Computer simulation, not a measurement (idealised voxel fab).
Process module in this document: voxel self aligned contacts
We display cut, a cross-section 265 nm in width whose square cells are each 5 nm.
Cross-sections here: square-cell grids, written as top-down lists of bands, a band being one or more rows of cells.
The band entry comprises the height of the band's top followed by the height of its bottom, expressed in nm, and subsequently the band's materials from left to right, each stated together with its width in nm. Where a single material is marked with the word "all across", that material fills the band from edge to edge. The word "blank" represents empty space.
Below 0: as-received wafer, all one material; heights counted from there. Lowest band: no bottom, goes on down, written "from 0 down".
The expression "30->40" gives the width at the extremes of the band, the first number at its top row of cells and the second at its bottom row, with the width changing by equal amounts from each row to the next in between.
Any step labelled "nothing different" changed none of the cells in the cross-section.
"closed voids" means: voids of 8 cells or more that are shut off from the top with no open way through. Written width x height at distance, distance from the left edge, in nm.
Anything after a step's settings on that line? It's the simulator's own note about the step.
overlay nm: right-of-plan distance of the mask on a masked step; negative values mean left-of-plan.
Reading guide: pairs of cross-sections, before and after one process step; after view cut off at lowest changed band; step and settings listed under each pair. Pairs may stem from different runs of this module on the same starting wafer; continuity with the pair above only where the "Before the process" entry states it.

### Before the process
  from 55 to 30 = blank: 80 / SiN: 35 / blank: 35 / SiN: 35 / blank: 80
  from 30 to 5 = blank: 80 / SiN: 5 / polySi: 25 / SiN: 5 / blank: 35 / SiN: 5 / polySi: 25 / SiN: 5 / blank: 80
  from 5 to 0 = SiN: 85 / polySi: 25 / SiN: 45 / polySi: 25 / SiN: 85
  from 0 to -5 = SiO2 all across
  from -5 down = Si all across
  closed voids: none

### Cut View, Post-Step
  from 50 to 30 = blank: 80 / SiN: 35 / blank: 35 / SiN: 35 / blank: 80
  from 30 to 0 = blank: 80 / SiN: 5 / polySi: 25 / SiN: 5 / blank: 35 / SiN: 5 / polySi: 25 / SiN: 5 / blank: 80
  No changes below 0.
  closed voids: none
Which step turns the before cross-section above into the after cross-section? DIRECTIONAL_ETCH (etch materials SiN; depth nm 5)

Before the process: after-step cross-section of the pair just above applies.

### Cut View, Post-Step
  from 60 to 50 = SiO2 all across
  from 50 to 30 = SiO2: 80 / SiN: 35 / SiO2: 35 / SiN: 35 / SiO2: 80
  from 30 to 0 = SiO2: 80 / SiN: 5 / polySi: 25 / SiN: 5 / SiO2: 35 / SiN: 5 / polySi: 25 / SiN: 5 / SiO2: 80
  No changes below 0.
  closed voids: none
Which step turns the before cross-section above into the after cross-section? FILL_DEP (material SiO2; thk nm 10)

Before the process: after-step cross-section of the pair just above applies.

### Cut View, Post-Step
  from 55 to 50 = SiO2 all across
  No changes below 50.
  closed voids: none
Which step turns the before cross-section above into the after cross-section? CMP (height nm 55)

Before the process: after-step cross-section of the pair just above applies.

### Cut View, Post-Step
  from 70 to 55 = resist: 105 / blank: 55 / resist: 105
  No changes below 55.
  closed voids: none
Which step turns the before cross-section above into the after cross-section? PATTERN (tone open; mask id CONTACT; material resist; width nm 55; thk nm 15; overlay nm 0)

Before the process: after-step cross-section of the pair just above applies.

### Cut View, Post-Step
  from 70 to 55 = resist: 105 / blank: 55 / resist: 105
  from 55 to 50 = SiO2: 105 / blank: 55 / SiO2: 105
  from 50 to 30 = SiO2: 80 / SiN: 35 / blank: 35 / SiN: 35 / SiO2: 80
  from 30 to 0 = SiO2: 80 / SiN: 5 / polySi: 25 / SiN: 5 / blank: 35 / SiN: 5 / polySi: 25 / SiN: 5 / SiO2: 80
  from 0 to -5 = SiO2: 115 / blank: 35 / SiO2: 115
  No changes below -5.
  closed voids: none
Which step turns the before cross-section above into the after cross-section? DIRECTIONAL_ETCH (etch materials SiO2; depth nm 60)

Before the process: after-step cross-section of the pair just above applies.

### Cut View, Post-Step
  from 55 to 50 = SiO2: 105 / blank: 55 / SiO2: 105
  No changes below 50.
  closed voids: none
Which step turns the before cross-section above into the after cross-section? STRIP (etch materials resist)

Before the process: after-step cross-section of the pair just above applies.

### Cut View, Post-Step
  from 60 to 55 = TiN: 110 / blank: 45 / TiN: 110
  from 55 to 50 = SiO2: 105 / TiN: 15 / blank: 25 / TiN: 15 / SiO2: 105
  from 50 to 30 = SiO2: 80 / SiN: 35 / TiN: 5 / blank: 25 / TiN: 5 / SiN: 35 / SiO2: 80
  from 30 to 0 = SiO2: 80 / SiN: 5 / polySi: 25 / SiN: 5 / TiN: 5 / blank: 25 / TiN: 5 / SiN: 5 / polySi: 25 / SiN: 5 / SiO2: 80
  from 0 to -5 = SiO2: 115 / TiN: 35 / SiO2: 115
  No changes below -5.
  closed voids: none
Which step turns the before cross-section above into the after cross-section? CONFORMAL_DEP (material TiN; thk nm 5)

Before the process: after-step cross-section of the pair just above applies.

### Cut View, Post-Step
  from 70 to 60 = Ru all across
  from 60 to 55 = TiN: 110 / Ru: 45 / TiN: 110
  from 55 to 50 = SiO2: 105 / TiN: 15 / Ru: 25 / TiN: 15 / SiO2: 105
  from 50 to 30 = SiO2: 80 / SiN: 35 / TiN: 5 / Ru: 25 / TiN: 5 / SiN: 35 / SiO2: 80
  from 30 to 0 = SiO2: 80 / SiN: 5 / polySi: 25 / SiN: 5 / TiN: 5 / Ru: 25 / TiN: 5 / SiN: 5 / polySi: 25 / SiN: 5 / SiO2: 80
  No changes below 0.
  closed voids: none
Which step turns the before cross-section above into the after cross-section? FILL_DEP (material Ru; thk nm 10)

Before the process: after-step cross-section of the pair just above applies.

### Cut View, Post-Step
  from 55 to 50 = SiO2: 105 / TiN: 15 / Ru: 25 / TiN: 15 / SiO2: 105
  No changes below 50.
  closed voids: none
Which step turns the before cross-section above into the after cross-section? CMP (height nm 55)

Before the process: after-step cross-section of the pair just above applies.

### Cut View, Post-Step
  from 60 to 55 = SiN all across
  No changes below 55.
  closed voids: none
Which step turns the before cross-section above into the after cross-section? CONFORMAL_DEP (material SiN; thk nm 5)

### Before the process
  from 65 to 50 = aC all across
  from 50 to 30 = SiN all across
  from 30 to 0 = polySi all across
  from 0 to -5 = SiO2 all across
  from -5 down = Si all across
  closed voids: none

### Cut View, Post-Step
  from 95 to 65 = blank: 70 / resist: 35 / blank: 35 / resist: 35 / blank: 90
  No changes below 65.
  closed voids: none
Which step turns the before cross-section above into the after cross-section? PATTERN (tone cover; mask id GATE; material resist; width nm 35; pitch nm 70; thk nm 30; overlay nm -10)

Before the process: after-step cross-section of the pair just above applies.

### Cut View, Post-Step
  from 80 to 65 = blank: 70 / resist: 35 / blank: 35 / resist: 35 / blank: 90
  from 65 to 50 = blank: 70 / aC: 35 / blank: 35 / aC: 35 / blank: 90
  No changes below 50.
  closed voids: none
Which step turns the before cross-section above into the after cross-section? DIRECTIONAL_ETCH (etch materials aC; depth nm 15)

Before the process: after-step cross-section of the pair just above applies.

### Cut View, Post-Step
  from 65 to 50 = blank: 70 / aC: 35 / blank: 35 / aC: 35 / blank: 90
  No changes below 50.
  closed voids: none
Which step turns the before cross-section above into the after cross-section? STRIP (etch materials resist)

Before the process: after-step cross-section of the pair just above applies.

### Cut View, Post-Step
  from 65 to 50 = blank: 70 / aC: 35 / blank: 35 / aC: 35 / blank: 90
  from 50 to 30 = blank: 70 / SiN: 35 / blank: 35 / SiN: 35 / blank: 90
  No changes below 30.
  closed voids: none
Which step turns the before cross-section above into the after cross-section? DIRECTIONAL_ETCH (etch materials SiN; depth nm 20)

Before the process: after-step cross-section of the pair just above applies.

### Cut View, Post-Step
  from 65 to 50 = blank: 70 / aC: 35 / blank: 35 / aC: 35 / blank: 90
  from 50 to 30 = blank: 70 / SiN: 35 / blank: 35 / SiN: 35 / blank: 90
  from 30 to 0 = blank: 70 / polySi: 35 / blank: 35 / polySi: 35 / blank: 90
  No changes below 0.
  closed voids: none
Which step turns the before cross-section above into the after cross-section? DIRECTIONAL_ETCH (etch materials polySi; depth nm 30)

Before the process: after-step cross-section of the pair just above applies.

### Cut View, Post-Step
  from 50 to 30 = blank: 70 / SiN: 35 / blank: 35 / SiN: 35 / blank: 90
  No changes below 30.
  closed voids: none
Which step turns the before cross-section above into the after cross-section? STRIP (etch materials aC)

Before the process: after-step cross-section of the pair just above applies.

### Cut View, Post-Step
  from 55 to 30 = blank: 65 / SiN: 45 / blank: 25 / SiN: 45 / blank: 85
  from 30 to 5 = blank: 65 / SiN: 5 / polySi: 35 / SiN: 5 / blank: 25 / SiN: 5 / polySi: 35 / SiN: 5 / blank: 85
  from 5 to 0 = SiN: 70 / polySi: 35 / SiN: 35 / polySi: 35 / SiN: 90
  No changes below 0.
  closed voids: none
Which step turns the before cross-section above into the after cross-section? CONFORMAL_DEP (material SiN; thk nm 5)

Before the process: after-step cross-section of the pair just above applies.

### Cut View, Post-Step
  from 50 to 30 = blank: 65 / SiN: 45 / blank: 25 / SiN: 45 / blank: 85
  from 30 to 0 = blank: 65 / SiN: 5 / polySi: 35 / SiN: 5 / blank: 25 / SiN: 5 / polySi: 35 / SiN: 5 / blank: 85
  No changes below 0.
  closed voids: none
Which step turns the before cross-section above into the after cross-section? DIRECTIONAL_ETCH (etch materials SiN; depth nm 5)

Before the process: after-step cross-section of the pair just above applies.

### Cut View, Post-Step
  from 60 to 50 = SiO2 all across
  from 50 to 30 = SiO2: 65 / SiN: 45 / SiO2: 25 / SiN: 45 / SiO2: 85
  from 30 to 0 = SiO2: 65 / SiN: 5 / polySi: 35 / SiN: 5 / SiO2: 25 / SiN: 5 / polySi: 35 / SiN: 5 / SiO2: 85
  No changes below 0.
  closed voids: none
Which step turns the before cross-section above into the after cross-section? FILL_DEP (material SiO2; thk nm 10)

Before the process: after-step cross-section of the pair just above applies.

### Cut View, Post-Step
  from 55 to 50 = SiO2 all across
  No changes below 50.
  closed voids: none
Which step turns the before cross-section above into the after cross-section? CMP (height nm 55)

Before the process: after-step cross-section of the pair just above applies.

### Cut View, Post-Step
  from 70 to 55 = resist: 105 / blank: 55 / resist: 105
  No changes below 55.
  closed voids: none
Which step turns the before cross-section above into the after cross-section? PATTERN (tone open; mask id CONTACT; material resist; width nm 55; thk nm 15; overlay nm 0)

Before the process: after-step cross-section of the pair just above applies.

### Cut View, Post-Step
  from 70 to 55 = resist: 105 / blank: 55 / resist: 105
  from 55 to 50 = SiO2: 105 / blank: 55 / SiO2: 105
  from 50 to 30 = SiO2: 65 / SiN: 45 / blank: 25 / SiN: 45 / SiO2: 85
  from 30 to 0 = SiO2: 65 / SiN: 5 / polySi: 35 / SiN: 5 / blank: 25 / SiN: 5 / polySi: 35 / SiN: 5 / SiO2: 85
  from 0 to -5 = SiO2: 110 / blank: 25 / SiO2: 130
  No changes below -5.
  closed voids: none
Which step turns the before cross-section above into the after cross-section? DIRECTIONAL_ETCH (etch materials SiO2; depth nm 60)

Before the process: after-step cross-section of the pair just above applies.

### Cut View, Post-Step
  from 55 to 50 = SiO2: 105 / blank: 55 / SiO2: 105
  No changes below 50.
  closed voids: none
Which step turns the before cross-section above into the after cross-section? STRIP (etch materials resist)

Before the process: after-step cross-section of the pair just above applies.

### Cut View, Post-Step
  from 60 to 55 = TiN: 110 / blank: 45 / TiN: 110
  from 55 to 50 = SiO2: 105 / TiN: 10 / blank: 15 / TiN: 30 / SiO2: 105
  from 50 to 30 = SiO2: 65 / SiN: 45 / TiN: 5 / blank: 15 / TiN: 5 / SiN: 45 / SiO2: 85
  from 30 to 0 = SiO2: 65 / SiN: 5 / polySi: 35 / SiN: 5 / TiN: 5 / blank: 15 / TiN: 5 / SiN: 5 / polySi: 35 / SiN: 5 / SiO2: 85
  from 0 to -5 = SiO2: 110 / TiN: 25 / SiO2: 130
  No changes below -5.
  closed voids: none
Which step turns the before cross-section above into the after cross-section? CONFORMAL_DEP (material TiN; thk nm 5)

Before the process: after-step cross-section of the pair just above applies.

### Cut View, Post-Step
  from 70 to 60 = Ru all across
  from 60 to 55 = TiN: 110 / Ru: 45 / TiN: 110
  from 55 to 50 = SiO2: 105 / TiN: 10 / Ru: 15 / TiN: 30 / SiO2: 105
  from 50 to 30 = SiO2: 65 / SiN: 45 / TiN: 5 / Ru: 15 / TiN: 5 / SiN: 45 / SiO2: 85
  from 30 to 0 = SiO2: 65 / SiN: 5 / polySi: 35 / SiN: 5 / TiN: 5 / Ru: 15 / TiN: 5 / SiN: 5 / polySi: 35 / SiN: 5 / SiO2: 85
  No changes below 0.
  closed voids: none
Which step turns the before cross-section above into the after cross-section? FILL_DEP (material Ru; thk nm 10)

Before the process: after-step cross-section of the pair just above applies.

### Cut View, Post-Step
  from 55 to 50 = SiO2: 105 / TiN: 10 / Ru: 15 / TiN: 30 / SiO2: 105
  No changes below 50.
  closed voids: none
Which step turns the before cross-section above into the after cross-section? CMP (height nm 55)

Before the process: after-step cross-section of the pair just above applies.

### Cut View, Post-Step
  from 60 to 55 = SiN all across
  No changes below 55.
  closed voids: none
Which step turns the before cross-section above into the after cross-section? CONFORMAL_DEP (material SiN; thk nm 5)

### Before the process
  from 60 to 55 = TiN: 110 / blank: 45 / TiN: 110
  from 55 to 50 = SiO2: 105 / TiN: 20 / blank: 15 / TiN: 20 / SiO2: 105
  from 50 to 30 = SiO2: 75 / SiN: 45 / TiN: 5 / blank: 15 / TiN: 5 / SiN: 45 / SiO2: 75
  from 30 to 0 = SiO2: 75 / SiN: 5 / polySi: 35 / SiN: 5 / TiN: 5 / blank: 15 / TiN: 5 / SiN: 5 / polySi: 35 / SiN: 5 / SiO2: 75
  from 0 to -5 = SiO2: 120 / TiN: 25 / SiO2: 120
  from -5 down = Si all across
  closed voids: none

### Cut View, Post-Step
  from 70 to 60 = aC all across
  from 60 to 55 = TiN: 110 / aC: 45 / TiN: 110
  from 55 to 50 = SiO2: 105 / TiN: 20 / aC: 15 / TiN: 20 / SiO2: 105
  from 50 to 30 = SiO2: 75 / SiN: 45 / TiN: 5 / aC: 15 / TiN: 5 / SiN: 45 / SiO2: 75
  from 30 to 0 = SiO2: 75 / SiN: 5 / polySi: 35 / SiN: 5 / TiN: 5 / aC: 15 / TiN: 5 / SiN: 5 / polySi: 35 / SiN: 5 / SiO2: 75
  No changes below 0.
  closed voids: none
Which step turns the before cross-section above into the after cross-section? FILL_DEP (material aC; thk nm 10)

Before the process: after-step cross-section of the pair just above applies.

### Cut View, Post-Step
  from 55 to 50 = SiO2: 105 / TiN: 20 / aC: 15 / TiN: 20 / SiO2: 105
  No changes below 50.
  closed voids: none
Which step turns the before cross-section above into the after cross-section? CMP (height nm 55)

Before the process: after-step cross-section of the pair just above applies.

### Cut View, Post-Step
  from 60 to 55 = SiN all across
  No changes below 55.
  closed voids: none
Which step turns the before cross-section above into the after cross-section? CONFORMAL_DEP (material SiN; thk nm 5)

### Before the process
  from 65 to 50 = aC all across
  from 50 to 30 = SiN all across
  from 30 to 0 = polySi all across
  from 0 to -5 = SiO2 all across
  from -5 down = Si all across
  closed voids: none

### Cut View, Post-Step
  from 95 to 65 = resist: 80 / blank: 35 / resist: 35 / blank: 35 / resist: 80
  No changes below 65.
  closed voids: none
Which step turns the before cross-section above into the after cross-section? PATTERN (tone open; mask id GATE; material resist; width nm 35; pitch nm 70; thk nm 30; overlay nm 0)

Before the process: after-step cross-section of the pair just above applies.

### Cut View, Post-Step
  from 80 to 65 = resist: 80 / blank: 35 / resist: 35 / blank: 35 / resist: 80
  from 65 to 50 = aC: 80 / blank: 35 / aC: 35 / blank: 35 / aC: 80
  No changes below 50.
  closed voids: none
Which step turns the before cross-section above into the after cross-section? DIRECTIONAL_ETCH (etch materials aC; depth nm 15)

Before the process: after-step cross-section of the pair just above applies.

### Cut View, Post-Step
  from 65 to 50 = aC: 80 / blank: 35 / aC: 35 / blank: 35 / aC: 80
  No changes below 50.
  closed voids: none
Which step turns the before cross-section above into the after cross-section? STRIP (etch materials resist)

Before the process: after-step cross-section of the pair just above applies.

### Cut View, Post-Step
  from 65 to 50 = aC: 80 / blank: 35 / aC: 35 / blank: 35 / aC: 80
  from 50 to 30 = SiN: 80 / blank: 35 / SiN: 35 / blank: 35 / SiN: 80
  No changes below 30.
  closed voids: none
Which step turns the before cross-section above into the after cross-section? DIRECTIONAL_ETCH (etch materials SiN; depth nm 20)

Before the process: after-step cross-section of the pair just above applies.

### Cut View, Post-Step
  from 65 to 50 = aC: 80 / blank: 35 / aC: 35 / blank: 35 / aC: 80
  from 50 to 30 = SiN: 80 / blank: 35 / SiN: 35 / blank: 35 / SiN: 80
  from 30 to 0 = polySi: 80 / blank: 35 / polySi: 35 / blank: 35 / polySi: 80
  No changes below 0.
  closed voids: none
Which step turns the before cross-section above into the after cross-section? DIRECTIONAL_ETCH (etch materials polySi; depth nm 30)

Before the process: after-step cross-section of the pair just above applies.

### Cut View, Post-Step
  from 50 to 30 = SiN: 80 / blank: 35 / SiN: 35 / blank: 35 / SiN: 80
  No changes below 30.
  closed voids: none
Which step turns the before cross-section above into the after cross-section? STRIP (etch materials aC)

Before the process: after-step cross-section of the pair just above applies.

### Cut View, Post-Step
  from 55 to 30 = SiN: 85 / blank: 25 / SiN: 45 / blank: 25 / SiN: 85
  from 30 to 5 = polySi: 80 / SiN: 5 / blank: 25 / SiN: 5 / polySi: 35 / SiN: 5 / blank: 25 / SiN: 5 / polySi: 80
  from 5 to 0 = polySi: 80 / SiN: 35 / polySi: 35 / SiN: 35 / polySi: 80
  No changes below 0.
  closed voids: none
Which step turns the before cross-section above into the after cross-section? CONFORMAL_DEP (material SiN; thk nm 5)

Before the process: after-step cross-section of the pair just above applies.

### Cut View, Post-Step
  from 50 to 30 = SiN: 85 / blank: 25 / SiN: 45 / blank: 25 / SiN: 85
  from 30 to 0 = polySi: 80 / SiN: 5 / blank: 25 / SiN: 5 / polySi: 35 / SiN: 5 / blank: 25 / SiN: 5 / polySi: 80
  No changes below 0.
  closed voids: none
Which step turns the before cross-section above into the after cross-section? DIRECTIONAL_ETCH (etch materials SiN; depth nm 5)

Before the process: after-step cross-section of the pair just above applies.

### Cut View, Post-Step
  from 60 to 50 = SiO2 all across
  from 50 to 30 = SiN: 85 / SiO2: 25 / SiN: 45 / SiO2: 25 / SiN: 85
  from 30 to 0 = polySi: 80 / SiN: 5 / SiO2: 25 / SiN: 5 / polySi: 35 / SiN: 5 / SiO2: 25 / SiN: 5 / polySi: 80
  No changes below 0.
  closed voids: none
Which step turns the before cross-section above into the after cross-section? FILL_DEP (material SiO2; thk nm 10)

Before the process: after-step cross-section of the pair just above applies.

### Cut View, Post-Step
  from 55 to 50 = SiO2 all across
  No changes below 50.
  closed voids: none
Which step turns the before cross-section above into the after cross-section? CMP (height nm 55)

Before the process: after-step cross-section of the pair just above applies.

### Cut View, Post-Step
  from 70 to 55 = resist: 105 / blank: 55 / resist: 105
  No changes below 55.
  closed voids: none
Which step turns the before cross-section above into the after cross-section? PATTERN (tone open; mask id CONTACT; material resist; width nm 55; thk nm 15; overlay nm 0)

Before the process: after-step cross-section of the pair just above applies.

### Cut View, Post-Step
  from 70 to 55 = resist: 105 / blank: 55 / resist: 105
  from 55 to 50 = SiO2: 105 / blank: 55 / SiO2: 105
  from 50 to 30 = SiN: 85 / SiO2: 20 / blank: 5 / SiN: 45 / blank: 5 / SiO2: 20 / SiN: 85
  from 30 to 0 = polySi: 80 / SiN: 5 / SiO2: 20 / blank: 5 / SiN: 5 / polySi: 35 / SiN: 5 / blank: 5 / SiO2: 20 / SiN: 5 / polySi: 80
  from 0 to -5 = SiO2: 105 / blank: 5 / SiO2: 45 / blank: 5 / SiO2: 105
  No changes below -5.
  closed voids: none
Which step turns the before cross-section above into the after cross-section? DIRECTIONAL_ETCH (etch materials SiO2; depth nm 60)

Before the process: after-step cross-section of the pair just above applies.

### Cut View, Post-Step
  from 55 to 50 = SiO2: 105 / blank: 55 / SiO2: 105
  No changes below 50.
  closed voids: none
Which step turns the before cross-section above into the after cross-section? STRIP (etch materials resist)

Before the process: after-step cross-section of the pair just above applies.

### Cut View, Post-Step
  from 60 to 55 = TiN: 110 / blank: 45 / TiN: 110
  from 55 to 50 = SiO2: 105 / TiN: 55 / SiO2: 105
  from 50 to 30 = SiN: 85 / SiO2: 20 / TiN: 5 / SiN: 45 / TiN: 5 / SiO2: 20 / SiN: 85
  from 30 to 0 = polySi: 80 / SiN: 5 / SiO2: 20 / TiN: 5 / SiN: 5 / polySi: 35 / SiN: 5 / TiN: 5 / SiO2: 20 / SiN: 5 / polySi: 80
  from 0 to -5 = SiO2: 105 / TiN: 5 / SiO2: 45 / TiN: 5 / SiO2: 105
  No changes below -5.
  closed voids: none
Which step turns the before cross-section above into the after cross-section? CONFORMAL_DEP (material TiN; thk nm 5)

Before the process: after-step cross-section of the pair just above applies.

### Cut View, Post-Step
  from 70 to 60 = Ru all across
  from 60 to 55 = TiN: 110 / Ru: 45 / TiN: 110
  No changes below 55.
  closed voids: none
Which step turns the before cross-section above into the after cross-section? FILL_DEP (material Ru; thk nm 10)

Before the process: after-step cross-section of the pair just above applies.

### Cut View, Post-Step
  from 55 to 50 = SiO2: 105 / TiN: 55 / SiO2: 105
  No changes below 50.
  closed voids: none
Which step turns the before cross-section above into the after cross-section? CMP (height nm 55)

Before the process: after-step cross-section of the pair just above applies.

### Cut View, Post-Step
  from 60 to 55 = SiN all across
  No changes below 55.
  closed voids: none
Which step turns the before cross-section above into the after cross-section? CONFORMAL_DEP (material SiN; thk nm 5)
